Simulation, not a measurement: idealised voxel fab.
The process module that follows is named voxel capacitor over wiring.
Cross-section cut: width 200 nm, square cells of 5 nm.
For the purposes of this document, a cross-section shall be understood as a grid of square cells, specified as bands listed in top-to-bottom order, each band consisting of one or more rows of cells.
Top, bottom (nm), then materials left to right with widths (nm); lone material tagged "full width" fills the whole band edge to edge; "air" = empty space.
For the purposes of this specification, 0 denotes the height below which the wafer in its as-received condition is composed wholly of one material, and the lowermost band, lacking a lower limit, extends downward without end, as expressed in "from 0 down".
You'd read "30..40" like this: the band's top row of cells is as wide as the first number, its bottom row is as wide as the second, and going down, every row changes width by the same amount as the row before did.
For the purposes of this document, the phrase "remained unchanged" attached to a step denotes that no cell within the cross-section was modified by that step.
Look at "Closed void catalog" for the closed voids: empty spaces with no open path to the top, sized 8 cells or up. Each is width x height at distance, distance from the left edge, all nm.
On each step's line, the part that comes after the settings is the simulator's own comment on the step.
On any step carrying a mask, the "overlay nm" setting, if present on the step's line, tells how far right of its planned place the mask lay; negative values point to the left.

-- Intended process steps
1: RECEIVE, material Si
2: CONFORMAL_DEP, material SiO2, thk nm 15
3: CONFORMAL_DEP, material SiCN, thk nm 5
4: DIRECTIONAL_DEP, material lowk, thk nm 20
5: PATTERN, tone open, mask id METAL_1, material resist, width nm 30, pitch nm 80, thk nm 20, overlay nm 0
6: DIRECTIONAL_ETCH, etch materials lowk, depth nm 20
7: DIRECTIONAL_ETCH, etch materials SiCN, depth nm 5
8: STRIP, etch materials resist
9: CONFORMAL_DEP, material TiN, thk nm 5
10: FILL_DEP, material Cu, thk nm 5
11: CMP, height nm 40
12: CONFORMAL_DEP, material SiCN, thk nm 5
13: DIRECTIONAL_DEP, material lowk, thk nm 10
14: MASKED_ETCH, tone open, mask id PLUG_1, width nm 15, etch materials lowk, depth nm 10, overlay nm 0
15: MASKED_ETCH, tone open, mask id PLUG_1, width nm 15, etch materials SiCN, depth nm 5, overlay nm 0
16: EPI, material Ru, thk nm 10
17: EPI, material Ru, thk nm 5
18: DIRECTIONAL_DEP, material TiN, thk nm 10
19: DIRECTIONAL_DEP, material Al2O3, thk nm 5
20: DIRECTIONAL_DEP, material TiN, thk nm 5
21: PATTERN, tone cover, mask id UPPER_PLATE, material resist, width nm 55, thk nm 15, overlay nm 0
22: DIRECTIONAL_ETCH, etch materials TiN, depth nm 5
23: DIRECTIONAL_ETCH, etch materials Al2O3, depth nm 5
24: STRIP, etch materials resist
25: MASKED_ETCH, tone cover, mask id LOWER_PLATE, width nm 65, etch materials TiN, depth nm 10, overlay nm 0
26: FILL_DEP, material SiO2, thk nm 15
27: CMP, height nm 85
28: PATTERN, tone open, mask id PLUG_2, material resist, width nm 15, thk nm 15, overlay nm 0
29: DIRECTIONAL_ETCH, etch materials SiO2, depth nm 10
30: STRIP, etch materials resist
31: CONFORMAL_DEP, material TiN, thk nm 5
32: FILL_DEP, material W, thk nm 10
33: CMP, height nm 85
34: CONFORMAL_DEP, material SiN, thk nm 5

-- This is the cross-section of the wafer as we received it, i.e. after step 1
from 0 down = Si full width
Closed void catalog: none

-- The plan above was carried out on the starting structure above with one mistake, and this cross-section shows the wafer at the end of the module
from 90 to 85 = SiN full width
from 85 to 80 = SiO2=70  TiN=5  W=10  TiN=5  SiO2=110
from 80 to 70 = SiO2=70..60  TiN=20..55  SiO2=110..85
from 70 to 65 = SiO2=60  Al2O3=55  SiO2=85
from 65 to 55 = SiO2=55  TiN=65  SiO2=80
from 55 to 45 = lowk=60  Ru=15  lowk=125
from 45 to 40 = SiCN=60  Ru=15  SiCN=125
from 40 to 20 = lowk=45  TiN=5  Cu=20  TiN=5  lowk=50  TiN=5  Cu=20  TiN=5  lowk=45
from 20 to 15 = SiCN=45  TiN=30  SiCN=50  TiN=30  SiCN=45
from 15 to 0 = SiO2 full width
from 0 down = Si full width
Closed void catalog: none
Against the plan, the run slipped here: so step 28 ended up running with a different setting than we planned, it ran as PATTERN, tone open, mask id PLUG_2, material resist, width nm 20, thk nm 15, overlay nm 0
